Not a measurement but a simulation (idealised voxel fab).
Documented hereafter: the process module known as voxel quadruple lines.
The cross-section on display is named cut; it measures 215 nm wide, and its cells are 5 nm squares.
For the purposes of this document, a cross-section shall be understood as a grid of square cells, specified as bands listed in top-to-bottom order, each band consisting of one or more rows of cells.
Band: top height; bottom height; in nm. Then, left to right: material with width in nm, for each material. "everywhere": a single material spanning edge to edge. "empty": empty space.
Heights are reckoned from 0. Under this level, the received wafer is all of one material. The bottommost band is open-ended downward, for example "0..down".
Width spec "30 to 40" -> top row of cells at first value, bottom row at second value, equal per-row change in between.
Key: "remains unaltered" - step with no changed cell in the cross-section.
"Closed void register" enumerates empty spaces isolated from the top, with no open way to it, that contain at least 8 cells, giving each as width x height at distance from the left edge, all three in nm.
Anything after a step's settings on that line? It's the simulator's own note about the step.
The "overlay nm" setting may appear on a step's line; for a step that uses a mask, it gives how far to the right of its planned position the mask lay, and a negative value indicates the left.

STEPS IN THE PROCESS PLAN
| 1 | RECEIVE, material Si |
| 2 | CONFORMAL_DEP, material Al2O3, thk nm 5 |
| 3 | DIRECTIONAL_DEP, material TiN, thk nm 10 |
| 4 | DIRECTIONAL_DEP, material polySi, thk nm 15 |
| 5 | DIRECTIONAL_DEP, material aC, thk nm 20 |
| 6 | PATTERN, tone cover, mask id MANDREL, material resist, width nm 35, pitch nm 100, thk nm 25, overlay nm 0 |
| 7 | DIRECTIONAL_ETCH, etch materials aC, depth nm 20 |
| 8 | STRIP, etch materials resist |
| 9 | CONFORMAL_DEP, material SiO2, thk nm 15 |
| 10 | DIRECTIONAL_ETCH, etch materials SiO2, depth nm 15 |
| 11 | STRIP, etch materials aC |
| 12 | DIRECTIONAL_ETCH, etch materials polySi, depth nm 15 |
| 13 | STRIP, etch materials SiO2 |
| 14 | CONFORMAL_DEP, material SiCN, thk nm 10 |
| 15 | DIRECTIONAL_ETCH, etch materials SiCN, depth nm 10 |
| 16 | STRIP, etch materials polySi |
| 17 | DIRECTIONAL_ETCH, etch materials TiN, depth nm 10 |
| 18 | STRIP, etch materials SiCN |
| 19 | FILL_DEP, material lowk, thk nm 10 |
| 20 | CMP, height nm 15 |

CROSS-SECTION OF THE WAFER UPON ARRIVAL, REPRESENTING THE STATE REACHED AFTER STEP 1
0..down | Si everywhere
Closed void register: none

FIRST WAFER OF TWO, SECTIONED AT END OF MODULE; RUN WENT PER PLAN
15..5 | lowk=15, TiN=10, lowk=15, TiN=10, lowk=15, TiN=10, lowk=15, TiN=10, lowk=15, TiN=10, lowk=15, TiN=10, lowk=15, TiN=10, lowk=15, TiN=10, lowk=15
5..0 | Al2O3 everywhere
0..down | Si everywhere
Closed void register: none

WHAT THE SECOND WAFER LOOKS LIKE IN CROSS-SECTION ONCE THE MODULE IS DONE. ITS START AND ITS PLAN MATCHED THE FIRST WAFER'S EXACTLY; WHAT DIFFERED WAS ONE MISTAKE IN HOW IT WAS RUN
15..5 | lowk=10, TiN=10, lowk=15, TiN=10, lowk=15, TiN=10, lowk=15, TiN=10, lowk=15, TiN=10, lowk=15, TiN=10, lowk=15, TiN=10, lowk=15, TiN=10, lowk=20
5..0 | Al2O3 everywhere
0..down | Si everywhere
Closed void register: none
So what did we get wrong on this run? step 6 changed vs plan, executed as PATTERN, tone cover, mask id MANDREL, material resist, width nm 35, pitch nm 100, thk nm 25, overlay nm -5
At the close, every material occupies the same number of cells on the second wafer as on the first, only in different positions.
